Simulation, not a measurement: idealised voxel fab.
The process module presented herein is designated voxel capacitor over wiring.
cross-section cut | 270 nm wide | cells 5 nm
Each cross-section below is a grid of square cells, stated as bands in top-down order, with one or more rows of cells making up each band. For a band, the entry starts with two heights in nm, that of the top and then that of the bottom, and carries on with the band's materials in order from left to right, each alongside its width in nm; the word "throughout" beside a single material means it fills the band edge to edge, and "empty" means empty space. Height is counted from the level 0, under which the received wafer is composed throughout of one material. The lowest of the bands is not closed at the bottom but continues downward, in the notation "0..down". The notation "30..40" denotes a width that varies across the rows of cells in the band, beginning at the first number in the top row, finishing at the second number in the bottom row, and changing by an identical amount from each row to the next. For the purposes of this document, the phrase "left unchanged" attached to a step denotes that no cell within the cross-section was modified by that step. Trapped voids: empty space of 8 cells or more with no open way to the top, each as width x height at its distance from the left edge, in nm. On each step's line, the part that comes after the settings is the simulator's own comment on the step. overlay nm: for a step with a mask, the amount by which the mask lay right of where it was planned; a negative amount means left of it.

So here's the lineup of process steps we planned
step 1: RECEIVE [material Si]
step 2: CONFORMAL_DEP [material SiO2] [thk nm 10]
step 3: CONFORMAL_DEP [material SiN] [thk nm 5]
step 4: DIRECTIONAL_DEP [material SiO2] [thk nm 15]
step 5: PATTERN [tone open] [mask id METAL_1] [material resist] [width nm 20] [pitch nm 80] [thk nm 15] [overlay nm 0]
step 6: DIRECTIONAL_ETCH [etch materials SiO2] [depth nm 15]
step 7: DIRECTIONAL_ETCH [etch materials SiN] [depth nm 5]
step 8: STRIP [etch materials resist]
step 9: CONFORMAL_DEP [material TiN] [thk nm 5]
step 10: FILL_DEP [material Cu] [thk nm 5]
step 11: CMP [height nm 30]
step 12: CONFORMAL_DEP [material SiCN] [thk nm 5]
step 13: DIRECTIONAL_DEP [material SiO2] [thk nm 10]
step 14: DIRECTIONAL_DEP [material aC] [thk nm 10]
step 15: PATTERN [tone open] [mask id PLUG_1] [material resist] [width nm 15] [thk nm 30] [overlay nm 0]
step 16: DIRECTIONAL_ETCH [etch materials aC] [depth nm 10]
step 17: STRIP [etch materials resist]
step 18: DIRECTIONAL_ETCH [etch materials SiO2] [depth nm 10]
step 19: DIRECTIONAL_ETCH [etch materials SiCN] [depth nm 5]
step 20: STRIP [etch materials aC]
step 21: EPI [material Ru] [thk nm 10]
step 22: EPI [material Ru] [thk nm 5]
step 23: DIRECTIONAL_DEP [material TiN] [thk nm 5]
step 24: DIRECTIONAL_DEP [material SiN] [thk nm 5]
step 25: DIRECTIONAL_DEP [material TiN] [thk nm 10]
step 26: MASKED_ETCH [tone cover] [mask id UPPER_PLATE] [width nm 65] [etch materials TiN] [depth nm 10] [overlay nm 0]
step 27: MASKED_ETCH [tone cover] [mask id UPPER_PLATE] [width nm 65] [etch materials SiN] [depth nm 5] [overlay nm 0]
step 28: MASKED_ETCH [tone cover] [mask id LOWER_PLATE] [width nm 75] [etch materials TiN] [depth nm 5] [overlay nm 0]
step 29: FILL_DEP [material SiO2] [thk nm 20]
step 30: CMP [height nm 80]
step 31: PATTERN [tone open] [mask id PLUG_2] [material resist] [width nm 15] [thk nm 20] [overlay nm 0]
step 32: DIRECTIONAL_ETCH [etch materials SiO2] [depth nm 15]
step 33: STRIP [etch materials resist]
step 34: CONFORMAL_DEP [material TiN] [thk nm 5]
step 35: FILL_DEP [material W] [thk nm 10]
step 36: CMP [height nm 80]
step 37: CONFORMAL_DEP [material SiCN] [thk nm 5]

The first of a set of two wafers, run to plan

This is the cross-section of the wafer as we received it, i.e. after step 1
> 0..down | Si throughout
> Trapped voids: none

Step 2 complete: cross-section through the wafer
> 10..0 | SiO2 throughout
> Everything below 0 is unchanged.

Step 3 complete: cross-section through the wafer
> 15..10 | SiN throughout
> Everything below 10 is unchanged.

Step 4 complete: cross-section through the wafer
> 30..15 | SiO2 throughout
> Everything below 15 is unchanged.

Step 5 complete: cross-section through the wafer
> 45..30 | 85 of resist / 20 of empty / 60 of resist / 20 of empty / 85 of resist
> Everything below 30 is unchanged.

Step 6 complete: cross-section through the wafer
> 45..30 | 85 of resist / 20 of empty / 60 of resist / 20 of empty / 85 of resist
> 30..15 | 85 of SiO2 / 20 of empty / 60 of SiO2 / 20 of empty / 85 of SiO2
> Everything below 15 is unchanged.

Step 7 complete: cross-section through the wafer
> 45..30 | 85 of resist / 20 of empty / 60 of resist / 20 of empty / 85 of resist
> 30..15 | 85 of SiO2 / 20 of empty / 60 of SiO2 / 20 of empty / 85 of SiO2
> 15..10 | 85 of SiN / 20 of empty / 60 of SiN / 20 of empty / 85 of SiN
> Everything below 10 is unchanged.

Step 8 complete: cross-section through the wafer
> 30..15 | 85 of SiO2 / 20 of empty / 60 of SiO2 / 20 of empty / 85 of SiO2
> Everything below 15 is unchanged.

Step 9 complete: cross-section through the wafer
> 35..30 | 90 of TiN / 10 of empty / 70 of TiN / 10 of empty / 90 of TiN
> 30..15 | 85 of SiO2 / 5 of TiN / 10 of empty / 5 of TiN / 60 of SiO2 / 5 of TiN / 10 of empty / 5 of TiN / 85 of SiO2
> 15..10 | 85 of SiN / 20 of TiN / 60 of SiN / 20 of TiN / 85 of SiN
> Everything below 10 is unchanged.

Step 10 complete: cross-section through the wafer
> 40..35 | Cu throughout
> 35..30 | 90 of TiN / 10 of Cu / 70 of TiN / 10 of Cu / 90 of TiN
> 30..15 | 85 of SiO2 / 5 of TiN / 10 of Cu / 5 of TiN / 60 of SiO2 / 5 of TiN / 10 of Cu / 5 of TiN / 85 of SiO2
> Everything below 15 is unchanged.

Step 11 complete: cross-section through the wafer
> 30..15 | 85 of SiO2 / 5 of TiN / 10 of Cu / 5 of TiN / 60 of SiO2 / 5 of TiN / 10 of Cu / 5 of TiN / 85 of SiO2
> Everything below 15 is unchanged.

Step 12 complete: cross-section through the wafer
> 35..30 | SiCN throughout
> Everything below 30 is unchanged.

Step 13 complete: cross-section through the wafer
> 45..35 | SiO2 throughout
> Everything below 35 is unchanged.

Step 14 complete: cross-section through the wafer
> 55..45 | aC throughout
> Everything below 45 is unchanged.

Step 15 complete: cross-section through the wafer
> 85..55 | 90 of resist / 15 of empty / 165 of resist
> Everything below 55 is unchanged.

Step 16 complete: cross-section through the wafer
> 75..55 | 90 of resist / 15 of empty / 165 of resist
> 55..45 | 90 of aC / 15 of empty / 165 of aC
> Everything below 45 is unchanged.

Step 17 complete: cross-section through the wafer
> 55..45 | 90 of aC / 15 of empty / 165 of aC
> Everything below 45 is unchanged.

Step 18 complete: cross-section through the wafer
> 55..45 | 90 of aC / 15 of empty / 165 of aC
> 45..35 | 90 of SiO2 / 15 of empty / 165 of SiO2
> Everything below 35 is unchanged.

Step 19 complete: cross-section through the wafer
> 55..45 | 90 of aC / 15 of empty / 165 of aC
> 45..35 | 90 of SiO2 / 15 of empty / 165 of SiO2
> 35..30 | 90 of SiCN / 15 of empty / 165 of SiCN
> Everything below 30 is unchanged.

Step 20 complete: cross-section through the wafer
> 45..35 | 90 of SiO2 / 15 of empty / 165 of SiO2
> Everything below 35 is unchanged.

Step 21 complete: cross-section through the wafer
> 45..40 | 90 of SiO2 / 15 of empty / 165 of SiO2
> 40..35 | 90 of SiO2 / 15 of Ru / 165 of SiO2
> 35..30 | 90 of SiCN / 15 of Ru / 165 of SiCN
> Everything below 30 is unchanged.

Step 22 complete: cross-section through the wafer
> 45..35 | 90 of SiO2 / 15 of Ru / 165 of SiO2
> Everything below 35 is unchanged.

Step 23 complete: cross-section through the wafer
> 50..45 | TiN throughout
> Everything below 45 is unchanged.

Step 24 complete: cross-section through the wafer
> 55..50 | SiN throughout
> Everything below 50 is unchanged.

Step 25 complete: cross-section through the wafer
> 65..55 | TiN throughout
> Everything below 55 is unchanged.

Step 26 complete: cross-section through the wafer
> 65..55 | 90 of empty / 65 of TiN / 115 of empty
> Everything below 55 is unchanged.

Step 27 complete: cross-section through the wafer
> 65..55 | 90 of empty / 65 of TiN / 115 of empty
> 55..50 | 90 of empty / 65 of SiN / 115 of empty
> Everything below 50 is unchanged.

Step 28 complete: cross-section through the wafer
> 65..55 | 90 of empty / 65 of TiN / 115 of empty
> 55..50 | 90 of empty / 65 of SiN / 115 of empty
> 50..45 | 85 of empty / 75 of TiN / 110 of empty
> Everything below 45 is unchanged.

Step 29 complete: cross-section through the wafer
> 85..65 | SiO2 throughout
> 65..55 | 90 of SiO2 / 65 of TiN / 115 of SiO2
> 55..50 | 90 of SiO2 / 65 of SiN / 115 of SiO2
> 50..45 | 85 of SiO2 / 75 of TiN / 110 of SiO2
> Everything below 45 is unchanged.

Step 30 complete: cross-section through the wafer
> 80..65 | SiO2 throughout
> Everything below 65 is unchanged.

Step 31 complete: cross-section through the wafer
> 100..80 | 100 of resist / 15 of empty / 155 of resist
> Everything below 80 is unchanged.

Step 32 complete: cross-section through the wafer
> 100..80 | 100 of resist / 15 of empty / 155 of resist
> 80..65 | 100 of SiO2 / 15 of empty / 155 of SiO2
> Everything below 65 is unchanged.

Step 33 complete: cross-section through the wafer
> 80..65 | 100 of SiO2 / 15 of empty / 155 of SiO2
> Everything below 65 is unchanged.

Step 34 complete: cross-section through the wafer
> 85..80 | 105 of TiN / 5 of empty / 160 of TiN
> 80..70 | 100 of SiO2 / 5 of TiN / 5 of empty / 5 of TiN / 155 of SiO2
> 70..65 | 100 of SiO2 / 15 of TiN / 155 of SiO2
> Everything below 65 is unchanged.

Step 35 complete: cross-section through the wafer
> 95..85 | W throughout
> 85..80 | 105 of TiN / 5 of W / 160 of TiN
> 80..70 | 100 of SiO2 / 5 of TiN / 5 of W / 5 of TiN / 155 of SiO2
> Everything below 70 is unchanged.

Step 36 complete: cross-section through the wafer
> 80..70 | 100 of SiO2 / 5 of TiN / 5 of W / 5 of TiN / 155 of SiO2
> Everything below 70 is unchanged.

Step 37 complete: cross-section through the wafer
> 85..80 | SiCN throughout
> Everything below 80 is unchanged.

Okay, second wafer. Nothing different at the start, nothing different in the plan, just one mistake somewhere in the running. As far as step 14, counting that step, it's the first wafer all over again

Cross-sectional representation of the second wafer at the time designated in the plan for the completion of step 15
> 85..55 | 90 of resist / 20 of empty / 160 of resist
> Everything below 55 is unchanged.

Cross-sectional representation of the second wafer at the time designated in the plan for the completion of step 16
> 75..55 | 90 of resist / 20 of empty / 160 of resist
> 55..45 | 90 of aC / 20 of empty / 160 of aC
> Everything below 45 is unchanged.

Cross-sectional representation of the second wafer at the time designated in the plan for the completion of step 17
> 55..45 | 90 of aC / 20 of empty / 160 of aC
> Everything below 45 is unchanged.

Cross-sectional representation of the second wafer at the time designated in the plan for the completion of step 18
> 55..45 | 90 of aC / 20 of empty / 160 of aC
> 45..35 | 90 of SiO2 / 20 of empty / 160 of SiO2
> Everything below 35 is unchanged.

Cross-sectional representation of the second wafer at the time designated in the plan for the completion of step 19
> 55..45 | 90 of aC / 20 of empty / 160 of aC
> 45..35 | 90 of SiO2 / 20 of empty / 160 of SiO2
> 35..30 | 90 of SiCN / 20 of empty / 160 of SiCN
> Everything below 30 is unchanged.

Cross-sectional representation of the second wafer at the time designated in the plan for the completion of step 20
> 45..35 | 90 of SiO2 / 20 of empty / 160 of SiO2
> Everything below 35 is unchanged.

Cross-sectional representation of the second wafer at the time designated in the plan for the completion of step 21
> 45..40 | 90 of SiO2 / 20 of empty / 160 of SiO2
> 40..35 | 90 of SiO2 / 20 of Ru / 160 of SiO2
> 35..30 | 90 of SiCN / 20 of Ru / 160 of SiCN
> Everything below 30 is unchanged.

Cross-sectional representation of the second wafer at the time designated in the plan for the completion of step 22
> 45..35 | 90 of SiO2 / 20 of Ru / 160 of SiO2
> Everything below 35 is unchanged.

Cross-sectional representation of the second wafer at the time designated in the plan for the completion of step 23
> 50..45 | TiN throughout
> Everything below 45 is unchanged.

Cross-sectional representation of the second wafer at the time designated in the plan for the completion of step 24
> 55..50 | SiN throughout
> Everything below 50 is unchanged.

Cross-sectional representation of the second wafer at the time designated in the plan for the completion of step 25
> 65..55 | TiN throughout
> Everything below 55 is unchanged.

Cross-sectional representation of the second wafer at the time designated in the plan for the completion of step 26
> 65..55 | 90 of empty / 65 of TiN / 115 of empty
> Everything below 55 is unchanged.

Cross-sectional representation of the second wafer at the time designated in the plan for the completion of step 27
> 65..55 | 90 of empty / 65 of TiN / 115 of empty
> 55..50 | 90 of empty / 65 of SiN / 115 of empty
> Everything below 50 is unchanged.

Cross-sectional representation of the second wafer at the time designated in the plan for the completion of step 28
> 65..55 | 90 of empty / 65 of TiN / 115 of empty
> 55..50 | 90 of empty / 65 of SiN / 115 of empty
> 50..45 | 85 of empty / 75 of TiN / 110 of empty
> Everything below 45 is unchanged.

Cross-sectional representation of the second wafer at the time designated in the plan for the completion of step 29
> 85..65 | SiO2 throughout
> 65..55 | 90 of SiO2 / 65 of TiN / 115 of SiO2
> 55..50 | 90 of SiO2 / 65 of SiN / 115 of SiO2
> 50..45 | 85 of SiO2 / 75 of TiN / 110 of SiO2
> Everything below 45 is unchanged.

Cross-sectional representation of the second wafer at the time designated in the plan for the completion of step 30
> 80..65 | SiO2 throughout
> Everything below 65 is unchanged.

Cross-sectional representation of the second wafer at the time designated in the plan for the completion of step 31
> 100..80 | 100 of resist / 15 of empty / 155 of resist
> Everything below 80 is unchanged.

Cross-sectional representation of the second wafer at the time designated in the plan for the completion of step 32
> 100..80 | 100 of resist / 15 of empty / 155 of resist
> 80..65 | 100 of SiO2 / 15 of empty / 155 of SiO2
> Everything below 65 is unchanged.

Cross-sectional representation of the second wafer at the time designated in the plan for the completion of step 33
> 80..65 | 100 of SiO2 / 15 of empty / 155 of SiO2
> Everything below 65 is unchanged.

Cross-sectional representation of the second wafer at the time designated in the plan for the completion of step 34
> 85..80 | 105 of TiN / 5 of empty / 160 of TiN
> 80..70 | 100 of SiO2 / 5 of TiN / 5 of empty / 5 of TiN / 155 of SiO2
> 70..65 | 100 of SiO2 / 15 of TiN / 155 of SiO2
> Everything below 65 is unchanged.

Cross-sectional representation of the second wafer at the time designated in the plan for the completion of step 35
> 95..85 | W throughout
> 85..80 | 105 of TiN / 5 of W / 160 of TiN
> 80..70 | 100 of SiO2 / 5 of TiN / 5 of W / 5 of TiN / 155 of SiO2
> Everything below 70 is unchanged.

Cross-sectional representation of the second wafer at the time designated in the plan for the completion of step 36
> 80..70 | 100 of SiO2 / 5 of TiN / 5 of W / 5 of TiN / 155 of SiO2
> Everything below 70 is unchanged.

Cross-sectional representation of the second wafer at the time designated in the plan for the completion of step 37
> 85..80 | SiCN throughout
> Everything below 80 is unchanged.
What was the processing mistake? contrary to plan, step 15 was performed as PATTERN [tone open] [mask id PLUG_1] [material resist] [width nm 20] [thk nm 30] [overlay nm 0]
Materials where the second wafer ends with more or fewer cells than the first: +3 Ru; -1 SiCN; -2 SiO2
